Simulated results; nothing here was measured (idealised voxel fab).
Presented below is a process module, voxel double patterning.
Section shown: cut. Width: 215 nm. Cell size: 5 nm, square.
Cross-sections here: square-cell grids, written as top-down lists of bands, a band being one or more rows of cells.
It is stipulated that each band's entry specify, in nanometres, the height of the top of the band and then that of its bottom, followed by the materials of the band in left-to-right sequence, each together with its width in nanometres. A single material marked by the word "all across" is understood to fill the band from edge to edge; the word "empty" is understood to denote empty space.
Where do heights start? At 0: under that level the wafer as delivered is made of one material only. And the lowest band has no floor; it just carries on downward, as in "0..down".
Per-row width for "30..40": begins at first number (top row of band), ends at second number (bottom row), increment between rows held constant.
"remained the same" (step): cross-section cells unchanged, all of them.
Entry "Enclosed voids" = empty spaces >= 8 cells with no open way to the top; each as width x height at distance, distance from left edge, all nm.
Whatever follows a step's settings on its line is a remark the simulator itself makes about that step.
overlay nm: on a step with a mask, how far right of its planned place the mask lay; negative means left.
Here's what the planned process steps look like:
| 1 | RECEIVE (material Si) |
| 2 | CONFORMAL_DEP (material SiO2; thk nm 5) |
| 3 | DIRECTIONAL_DEP (material W; thk nm 20) |
| 4 | DIRECTIONAL_DEP (material SiCN; thk nm 5) |
| 5 | DIRECTIONAL_DEP (material aC; thk nm 10) |
| 6 | PATTERN (tone open; mask id FIRST; material resist; width nm 15; pitch nm 50; thk nm 25; overlay nm 0) |
| 7 | DIRECTIONAL_ETCH (etch materials aC; depth nm 10) |
| 8 | STRIP (etch materials resist) |
| 9 | DIRECTIONAL_ETCH (etch materials SiCN; depth nm 5) |
| 10 | STRIP (etch materials aC) |
| 11 | MASKED_ETCH (tone open; mask id SECOND; width nm 15; pitch nm 50; etch materials SiCN; depth nm 5; overlay nm 0) |
| 12 | DIRECTIONAL_ETCH (etch materials W; depth nm 20) |
| 13 | STRIP (etch materials SiCN) |
It is noted that the wafers described herein are identical at the outset and are distinguished by the thk nm of step 4; the value stated in the plan corresponds to the first wafer.
Received condition of the first of several wafers, sectioned: post-step 1:
* 0..down: Si all across
* Enclosed voids: none
The first of several wafers, seen in cross-section after the module's last step, step 13:
* 25..5: W: 50; empty: 15; W: 10; empty: 15; W: 10; empty: 15; W: 10; empty: 15; W: 10; empty: 15; W: 50
* 5..0: SiO2 all across
* 0..down: Si all across
* Enclosed voids: none
The final wafer, sectioned at module end:
* 25..5: W all across
* 5..0: SiO2 all across
* 0..down: Si all across
* Enclosed voids: none
Per wafer (row), end of module: delta in cells per material since receipt, (+) for gained, (-) for lost; closed voids after that:
thk nm 5 | +43 SiO2 | +112 W | Enclosed voids: none
thk nm 10 | +43 SiO2 | +172 W | Enclosed voids: none
thk nm 15 | +43 SiO2 | +172 W | Enclosed voids: none
thk nm 20 | +43 SiO2 | +172 W | Enclosed voids: none
